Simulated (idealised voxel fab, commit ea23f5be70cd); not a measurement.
Module name: voxel trench capacitor (process module)
Cross-section cut spans 230 nm and uses square cells 5 nm in size.
Throughout this document, each cross-section is represented as a grid of square cells and is presented as a sequence of bands enumerated from the top downward, where a band comprises one or more rows of cells.
Quick guide to a band line: top height, bottom height (nm) up front; then every material left to right with its width in nm. Only one material and it's marked "all across"? Then it fills the band edge to edge. And "air" just means empty space.
Heights are measured from 0, the level below which the as-received wafer is all one material; the lowest band has no bottom and continues downward, written as in "z 0 and below".
Quick explanation for "30 to 40": the width changes in equal steps down the rows of cells, from the first number in the band's top row to the second number in its bottom row.
Step marked "identical to before"? Then no cell in the cross-section changed in it.
Closed-off voids of 8+ cells (no open route to the top) go in "Enclosed cavities", written width x height at distance from the left edge, in nm.
The remark found on a step's line after its settings is issued by the simulator itself and pertains to that step.
When a step includes a mask, the "overlay nm" setting on its line states how far to the right of its planned place that mask lay, and negative values state how far to the left.

-- Steps planned for the process
| 1 | RECEIVE, material Si |
| 2 | CONFORMAL_DEP, material SiN, thk nm 5 |
| 3 | DIRECTIONAL_DEP, material aC, thk nm 10 |
| 4 | PATTERN, tone open, mask id TRENCH, material resist, width nm 30, pitch nm 55, thk nm 30, overlay nm 0 |
| 5 | DIRECTIONAL_ETCH, etch materials aC, depth nm 10 |
| 6 | STRIP, etch materials resist |
| 7 | DIRECTIONAL_ETCH, etch materials SiN, depth nm 5 |
| 8 | DIRECTIONAL_ETCH, etch materials Si, depth nm 30 |
| 9 | STRIP, etch materials aC |
| 10 | CONFORMAL_DEP, material HfO2, thk nm 5 |
| 11 | CONFORMAL_DEP, material TiN, thk nm 5 |
| 12 | FILL_DEP, material W, thk nm 5 |
| 13 | CMP, height nm 5 |

-- As-received wafer cross-section (after step 1)
	z 0 and below | Si all across
	Enclosed cavities: none

-- Cross-section: first of two wafers, module finished, run according to plan
	z 5 to 0 | 70 nm SiN, 5 nm HfO2, 5 nm TiN, 10 nm W, 5 nm TiN, 5 nm HfO2, 25 nm SiN, 5 nm HfO2, 5 nm TiN, 10 nm W, 5 nm TiN, 5 nm HfO2, 75 nm SiN
	z 0 to -20 | 70 nm Si, 5 nm HfO2, 5 nm TiN, 10 nm W, 5 nm TiN, 5 nm HfO2, 25 nm Si, 5 nm HfO2, 5 nm TiN, 10 nm W, 5 nm TiN, 5 nm HfO2, 75 nm Si
	z -20 to -25 | 70 nm Si, 5 nm HfO2, 20 nm TiN, 5 nm HfO2, 25 nm Si, 5 nm HfO2, 20 nm TiN, 5 nm HfO2, 75 nm Si
	z -25 to -30 | 70 nm Si, 30 nm HfO2, 25 nm Si, 30 nm HfO2, 75 nm Si
	z -30 and below | Si all across
	Enclosed cavities: none

-- This is the second of the two wafers, cross-sectioned at the end of the module; it started exactly like the first and was given the same plan, but it was run with one mistake
	z 20 to 15 | W all across
	z 15 to 10 | 80 nm TiN, 10 nm W, 45 nm TiN, 10 nm W, 85 nm TiN
	z 10 to 5 | 75 nm HfO2, 5 nm TiN, 10 nm W, 5 nm TiN, 35 nm HfO2, 5 nm TiN, 10 nm W, 5 nm TiN, 80 nm HfO2
	z 5 to 0 | 70 nm SiN, 5 nm HfO2, 5 nm TiN, 10 nm W, 5 nm TiN, 5 nm HfO2, 25 nm SiN, 5 nm HfO2, 5 nm TiN, 10 nm W, 5 nm TiN, 5 nm HfO2, 75 nm SiN
	z 0 to -20 | 70 nm Si, 5 nm HfO2, 5 nm TiN, 10 nm W, 5 nm TiN, 5 nm HfO2, 25 nm Si, 5 nm HfO2, 5 nm TiN, 10 nm W, 5 nm TiN, 5 nm HfO2, 75 nm Si
	z -20 to -25 | 70 nm Si, 5 nm HfO2, 20 nm TiN, 5 nm HfO2, 25 nm Si, 5 nm HfO2, 20 nm TiN, 5 nm HfO2, 75 nm Si
	z -25 to -30 | 70 nm Si, 30 nm HfO2, 25 nm Si, 30 nm HfO2, 75 nm Si
	z -30 and below | Si all across
	Enclosed cavities: none
Deviation noted in wafer processing: plan step 13: skipped, not run
End of process, cell counts, second wafer against first, materials with more or fewer: HfO2: 38 more, TiN: 46 more, W: 54 more
